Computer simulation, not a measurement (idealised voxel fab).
process module | voxel self aligned contacts
cross-section cut | 280 nm wide | cells 5 nm
A cross-section is a grid of square cells, given in bands from the top down. A band is one or more rows of cells.
Each band's line starts with the height of the band's top and of its bottom, in nm. Then come its materials from left to right, each with its width in nm. One material with "throughout" fills the band from edge to edge. "air" is empty space.
Height 0 is the level under which the wafer as received is all one material. The lowest band goes on downwards, as in "0 down".
A width such as "30 to 40" changes by the same amount from each row of cells to the next, from the band's top row to its bottom row.
"no change" after a step means that no cell of the cross-section changed.
closed voids: empty space of 8 cells or more with no open way to the top, each as width x height at its distance from the left edge, in nm
after a step's settings: what the simulator itself notes on the step
overlay nm, on a step with a mask: how far to the right of its planned place the mask lay; to the left if negative
plan
1 op RECEIVE | material Si
2 op OXIDIZE | depth nm 5
3 op DIRECTIONAL_DEP | material polySi | thk nm 20
4 op DIRECTIONAL_DEP | material SiN | thk nm 25
5 op DIRECTIONAL_DEP | material aC | thk nm 10
6 op PATTERN | tone cover | mask id GATE | material resist | width nm 30 | pitch nm 75 | thk nm 25 | overlay nm -15
7 op DIRECTIONAL_ETCH | etch materials aC | depth nm 10
8 op STRIP | etch materials resist
9 op DIRECTIONAL_ETCH | etch materials SiN | depth nm 25
10 op DIRECTIONAL_ETCH | etch materials polySi | depth nm 20
11 op STRIP | etch materials aC
12 op CONFORMAL_DEP | material SiN | thk nm 10
13 op DIRECTIONAL_ETCH | etch materials SiN | depth nm 10
14 op FILL_DEP | material SiO2 | thk nm 15
15 op CMP | height nm 55
16 op PATTERN | tone open | mask id CONTACT | material resist | width nm 55 | thk nm 15 | overlay nm 0
17 op DIRECTIONAL_ETCH | etch materials SiO2 | depth nm 60
18 op STRIP | etch materials resist
19 op CONFORMAL_DEP | material TiN | thk nm 5
20 op FILL_DEP | material W | thk nm 10
21 op CMP | height nm 55
22 op CONFORMAL_DEP | material SiCN | thk nm 5
varied across the wafers: overlay nm of step 6. The plan shows the first wafer's value. All wafers start alike
first wafer as received, after step 1
  0 down: Si throughout
  closed voids: none
each wafer at the end: cells of each material gained (+) or lost (-) since it was received, then its closed voids
overlay nm -15 | -56 Si | +56 SiCN | +132 SiN | +420 SiO2 | +33 TiN | +39 W | +48 polySi | closed voids: none
overlay nm -10 | -56 Si | +56 SiCN | +132 SiN | +420 SiO2 | +33 TiN | +39 W | +48 polySi | closed voids: none
overlay nm -5 | -56 Si | +56 SiCN | +132 SiN | +420 SiO2 | +33 TiN | +39 W | +48 polySi | closed voids: none
overlay nm 0 | -56 Si | +56 SiCN | +132 SiN | +420 SiO2 | +33 TiN | +39 W | +48 polySi | closed voids: none
overlay nm 5 | -56 Si | +56 SiCN | +132 SiN | +420 SiO2 | +33 TiN | +39 W | +48 polySi | closed voids: none
overlay nm 10 | -56 Si | +56 SiCN | +132 SiN | +420 SiO2 | +33 TiN | +39 W | +48 polySi | closed voids: none
overlay nm 15 | -56 Si | +56 SiCN | +132 SiN | +420 SiO2 | +33 TiN | +39 W | +48 polySi | closed voids: none
